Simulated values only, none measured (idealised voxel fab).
The process module presented herein is designated voxel lift off.
FYI the section here is cut, 275 nm wide, cells are 5 nm squares.
In this document a cross-section is written as a grid of square cells. It is given as a series of bands, listed from the top down, and a band is one or more rows of cells. Read a band's entry like this: the first values are the height of its top and the height of its bottom in nm, and what follows is the sequence of materials from left to right, each with its width in nm. Note that "empty" is empty space, and that a single material marked "throughout" reaches across the band from edge to edge. For the purposes of this specification, 0 denotes the height below which the wafer in its as-received condition is composed wholly of one material, and the lowermost band, lacking a lower limit, extends downward without end, as expressed in "0 -> down". Width spec "30->40" -> top row of cells at first value, bottom row at second value, equal per-row change in between. Any step labelled "nothing got changed" changed none of the cells in the cross-section. The entry "Trapped voids" lists the empty spaces that cover at least 8 cells and have no open path to the top. Each is written as width x height at distance, where the distance is measured from the left edge and all three values are in nm. What comes after the settings on a step's line is commentary from the simulator itself on that step. A step line may carry the setting "overlay nm", which, for steps involving a mask, states the distance by which the mask lay to the right of its intended position; negative values denote displacement to the left.
Process steps (planned)
1,RECEIVE,material Si
2,CONFORMAL_DEP,material SiO2,thk nm 15
3,PATTERN,tone open,mask id LINES,material resist,width nm 30,pitch nm 60,thk nm 20,overlay nm 0
4,DIRECTIONAL_DEP,material Ru,thk nm 5
5,STRIP,etch materials resist
6,CONFORMAL_DEP,material SiCN,thk nm 5
Cross-section of the wafer upon arrival, representing the state reached after step 1
* 0 -> down: Si throughout
* Trapped voids: none
Here's the wafer cut in cross-section after the module, started and planned just like above, except one thing was done wrong in the run
* 20 -> 15: 85 empty; 40 SiCN; 20 empty; 40 SiCN; 90 empty
* 15 -> 10: 90 SiCN; 30 Ru; 30 SiCN; 30 Ru; 95 SiCN
* 10 -> 0: SiO2 throughout
* 0 -> down: Si throughout
* Trapped voids: none
Misprocessing identified: note that step 2 departed from the planned setting and was carried out as CONFORMAL_DEP,material SiO2,thk nm 10
